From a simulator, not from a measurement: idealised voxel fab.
process module | voxel trench capacitor
cross-section cut | 225 nm wide | cells 5 nm
A cross-section is a grid of square cells, given in bands from the top down. A band is one or more rows of cells.
Each band's line starts with the height of the band's top and of its bottom, in nm. Then come its materials from left to right, each with its width in nm. One material with "throughout" fills the band from edge to edge. "air" is empty space.
Height 0 is the level under which the wafer as received is all one material. The lowest band goes on downwards, as in "0 down".
A width such as "30 to 40" changes by the same amount from each row of cells to the next, from the band's top row to its bottom row.
"no change" after a step means that no cell of the cross-section changed.
closed voids: empty space of 8 cells or more with no open way to the top, each as width x height at its distance from the left edge, in nm
after a step's settings: what the simulator itself notes on the step
overlay nm, on a step with a mask: how far to the right of its planned place the mask lay; to the left if negative
plan
1 op RECEIVE | material Si
2 op CONFORMAL_DEP | material SiN | thk nm 10
3 op MASKED_ETCH | tone open | mask id TRENCH | width nm 15 | pitch nm 45 | etch materials SiN | depth nm 10 | overlay nm 0
4 op MASKED_ETCH | tone open | mask id TRENCH | width nm 15 | pitch nm 45 | etch materials Si | depth nm 40 | overlay nm 0
5 op CONFORMAL_DEP | material SiO2 | thk nm 5
6 op FILL_DEP | material polySi | thk nm 5
7 op CMP | height nm 10
as received, after step 1
  0 down: Si throughout
  closed voids: none
first wafer at the end, as planned
  10 to 0: SiN 80 | SiO2 5 | polySi 5 | SiO2 5 | SiN 30 | SiO2 5 | polySi 5 | SiO2 5 | SiN 85
  0 to -35: Si 80 | SiO2 5 | polySi 5 | SiO2 5 | Si 30 | SiO2 5 | polySi 5 | SiO2 5 | Si 85
  -35 to -40: Si 80 | SiO2 15 | Si 30 | SiO2 15 | Si 85
  -40 down: Si throughout
  closed voids: none
second wafer at the end: like start, like plan, one mistake
  0 to -35: Si 80 | SiO2 5 | polySi 5 | SiO2 5 | Si 30 | SiO2 5 | polySi 5 | SiO2 5 | Si 85
  -35 to -40: Si 80 | SiO2 15 | Si 30 | SiO2 15 | Si 85
  -40 down: Si throughout
  closed voids: none
what went wrong: step 7 ran as: op CMP | height nm 0
at the end the second wafer has, in cells: 78 fewer of SiN | 8 fewer of SiO2 | 4 fewer of polySi
